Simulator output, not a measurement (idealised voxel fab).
The following is a process module called voxel ribs on slabs.
FYI the section here is cut, 200 nm wide, cells are 5 nm squares.
In this document a cross-section is written as a grid of square cells. It is given as a series of bands, listed from the top down, and a band is one or more rows of cells.
Within each band entry, the heights of the top and of the bottom of the band appear first, in that order and in nm; the materials of the band then follow from left to right, each with its corresponding width in nm. The designation "edge to edge" on a single material indicates that it fills the band from edge to edge; the designation "empty" indicates empty space.
Heights are expressed relative to 0, this being the level below which the as-received wafer comprises one material exclusively. The lowest band is unbounded in the downward direction and is denoted as in "0 and below".
The width entry "30 to 40" should be interpreted row by row: the top row of cells in the band takes the first number, the bottom row takes the second number, and the change between adjacent rows is uniform throughout.
When a step is marked "everything unchanged", none of the cells in the cross-section changed during that step.
In "Closed void inventory" the enclosed voids are listed, meaning empty spaces of 8 cells or larger without any opening to the top. The form is width x height at distance, distance from the left edge, units nm.
The remark found on a step's line after its settings is issued by the simulator itself and pertains to that step.
The optional step-line setting "overlay nm" applies to steps with a mask and quantifies how far to the right of its planned location the mask lay, a negative value indicating leftward placement.
Note: before/after cross-section pairs follow, one process step per pair, after-side truncated at the lowest changed band, step and settings given beneath. Different runs of this module on the same starting wafer may supply the pairs; a pair continues the one above only where the "Before processing" entry says so.

Before processing
* 65 down to 45: resist: 85; empty: 30; resist: 85
* 45 down to 35: polySi: 85; empty: 30; polySi: 85
* 35 down to 30: polySi edge to edge
* 30 down to 0: SiO2 edge to edge
* 0 and below: Si edge to edge
* Closed void inventory: none

Resulting Structure
* 45 down to 35: polySi: 85; empty: 30; polySi: 85
* For the remainder of the cross-section, below 35, there is no change.
* Closed void inventory: none
The step that takes the structure from the upper cross-section to the lower one is STRIP: etch materials resist

Before processing: Reference is made to the cross-section shown after the step in the pair directly above, which represents the state prior to this step.

Resulting Structure
* 45 down to 40: empty: 60; polySi: 25; empty: 30; polySi: 25; empty: 60
* For the remainder of the cross-section, below 40, there is no change.
* Closed void inventory: none
The step that takes the structure from the upper cross-section to the lower one is MASKED_ETCH: tone cover, mask id SLAB, width nm 80, etch materials polySi, depth nm 5, overlay nm 0

Before processing: Reference is made to the cross-section shown after the step in the pair directly above, which represents the state prior to this step.

Resulting Structure
* 75 down to 45: SiO2 edge to edge
* 45 down to 40: SiO2: 60; polySi: 25; SiO2: 30; polySi: 25; SiO2: 60
* 40 down to 35: polySi: 85; SiO2: 30; polySi: 85
* For the remainder of the cross-section, below 35, there is no change.
* Closed void inventory: none
The step that takes the structure from the upper cross-section to the lower one is FILL_DEP: material SiO2, thk nm 30

Before processing: Reference is made to the cross-section shown after the step in the pair directly above, which represents the state prior to this step.

Resulting Structure
* 65 down to 45: SiO2 edge to edge
* For the remainder of the cross-section, below 45, there is no change.
* Closed void inventory: none
The step that takes the structure from the upper cross-section to the lower one is CMP: height nm 65

Before processing: Reference is made to the cross-section shown after the step in the pair directly above, which represents the state prior to this step.

Resulting Structure
* 75 down to 65: TiN edge to edge
* For the remainder of the cross-section, below 65, there is no change.
* Closed void inventory: none
The step that takes the structure from the upper cross-section to the lower one is DIRECTIONAL_DEP: material TiN, thk nm 10

Before processing: Reference is made to the cross-section shown after the step in the pair directly above, which represents the state prior to this step.

Resulting Structure
* 90 down to 75: aC edge to edge
* For the remainder of the cross-section, below 75, there is no change.
* Closed void inventory: none
The step that takes the structure from the upper cross-section to the lower one is DIRECTIONAL_DEP: material aC, thk nm 15

Before processing: Reference is made to the cross-section shown after the step in the pair directly above, which represents the state prior to this step.

Resulting Structure
* 120 down to 90: empty: 80; resist: 40; empty: 80
* For the remainder of the cross-section, below 90, there is no change.
* Closed void inventory: none
The step that takes the structure from the upper cross-section to the lower one is PATTERN: tone cover, mask id HEATER, material resist, width nm 40, thk nm 30, overlay nm 0

Before processing: Reference is made to the cross-section shown after the step in the pair directly above, which represents the state prior to this step.

Resulting Structure
* 105 down to 90: empty: 80; resist: 40; empty: 80
* 90 down to 75: empty: 80; aC: 40; empty: 80
* For the remainder of the cross-section, below 75, there is no change.
* Closed void inventory: none
The step that takes the structure from the upper cross-section to the lower one is DIRECTIONAL_ETCH: etch materials aC, depth nm 15

Before processing: Reference is made to the cross-section shown after the step in the pair directly above, which represents the state prior to this step.

Resulting Structure
* 90 down to 75: empty: 80; aC: 40; empty: 80
* For the remainder of the cross-section, below 75, there is no change.
* Closed void inventory: none
The step that takes the structure from the upper cross-section to the lower one is STRIP: etch materials resist

Before processing: Reference is made to the cross-section shown after the step in the pair directly above, which represents the state prior to this step.

Resulting Structure
* 90 down to 75: empty: 80; aC: 40; empty: 80
* 75 down to 65: empty: 80; TiN: 40; empty: 80
* For the remainder of the cross-section, below 65, there is no change.
* Closed void inventory: none
The step that takes the structure from the upper cross-section to the lower one is DIRECTIONAL_ETCH: etch materials TiN, depth nm 10

Before processing: Reference is made to the cross-section shown after the step in the pair directly above, which represents the state prior to this step.

Resulting Structure
* 75 down to 65: empty: 80; TiN: 40; empty: 80
* For the remainder of the cross-section, below 65, there is no change.
* Closed void inventory: none
The step that takes the structure from the upper cross-section to the lower one is STRIP: etch materials aC

Before processing: Reference is made to the cross-section shown after the step in the pair directly above, which represents the state prior to this step.

Resulting Structure
* 85 down to 75: empty: 70; SiO2: 60; empty: 70
* 75 down to 65: SiO2: 80; TiN: 40; SiO2: 80
* For the remainder of the cross-section, below 65, there is no change.
* Closed void inventory: none
The step that takes the structure from the upper cross-section to the lower one is CONFORMAL_DEP: material SiO2, thk nm 10
